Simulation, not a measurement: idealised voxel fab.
Process module under the name voxel quadruple lines
Section cut is 300 nm wide and gridded with 5 nm square cells.
Cross-section = grid of square cells, listed top down in bands; band = one or more rows. Heads up on the band format: heights come first, top then bottom, in nm. After that it's the materials left to right, each with its width in nm. A single material flagged "all across" fills the whole band edge to edge, and "empty" means there's empty space there. Heights from 0 (as-received wafer is one material below). Bottom band endless downward, as "0 nm and below". Top row gets the first number, bottom row gets the second, and each row in between changes by the same step: that is how a band width like "30 to 40" works. When a step is marked "nothing changed", none of the cells in the cross-section changed during that step. "Enclosed void entries" contains a list of empty spaces, each no smaller than 8 cells and without an open way to the top, written in the form width x height at distance with the distance from the left edge and all three in nm. Text after the settings on a step's line: the simulator's own remark on that step. overlay nm: how far to the right of its planned place the mask lay on this masked step (negative: to the left).
**List of planned process steps**
step 1: RECEIVE (material Si)
step 2: CONFORMAL_DEP (material Al2O3; thk nm 5)
step 3: DIRECTIONAL_DEP (material W; thk nm 15)
step 4: DIRECTIONAL_DEP (material polySi; thk nm 20)
step 5: DIRECTIONAL_DEP (material aC; thk nm 25)
step 6: PATTERN (tone cover; mask id MANDREL; material resist; width nm 25; pitch nm 80; thk nm 35; overlay nm 0)
step 7: DIRECTIONAL_ETCH (etch materials aC; depth nm 25)
step 8: STRIP (etch materials resist)
step 9: CONFORMAL_DEP (material SiO2; thk nm 15)
step 10: DIRECTIONAL_ETCH (etch materials SiO2; depth nm 15)
step 11: STRIP (etch materials aC)
step 12: DIRECTIONAL_ETCH (etch materials polySi; depth nm 20)
step 13: STRIP (etch materials SiO2)
step 14: CONFORMAL_DEP (material SiCN; thk nm 5)
step 15: DIRECTIONAL_ETCH (etch materials SiCN; depth nm 5)
step 16: STRIP (etch materials polySi)
step 17: DIRECTIONAL_ETCH (etch materials W; depth nm 15)
step 18: STRIP (etch materials SiCN)
step 19: FILL_DEP (material SiO2; thk nm 10)
step 20: CMP (height nm 20)
**Wafer as received: cross-section following step 1**
* 0 nm and below  Si all across
* Enclosed void entries: none
**Cross-section: first of two wafers, module finished, run according to plan**
* 20 nm to 5 nm  SiO2=75  W=5  SiO2=15  W=5  SiO2=15  W=5  SiO2=15  W=5  SiO2=15  W=5  SiO2=15  W=5  SiO2=15  W=5  SiO2=15  W=5  SiO2=80
* 5 nm to 0 nm  Al2O3 all across
* 0 nm and below  Si all across
* Enclosed void entries: none
**Now the second wafer, cross-sectioned at the end of the module. Nothing different at the start, nothing different in the plan compared with the first, just one mistake when it was actually run**
* 20 nm to 15 nm  Al2O3 all across
* 15 nm to 0 nm  W all across
* 0 nm and below  Si all across
* Enclosed void entries: none
What was the processing mistake? plan steps 2 and 3 run swapped
The second wafer ends with more or fewer cells of some materials than the first, per final count: SiO2 -156; W +156
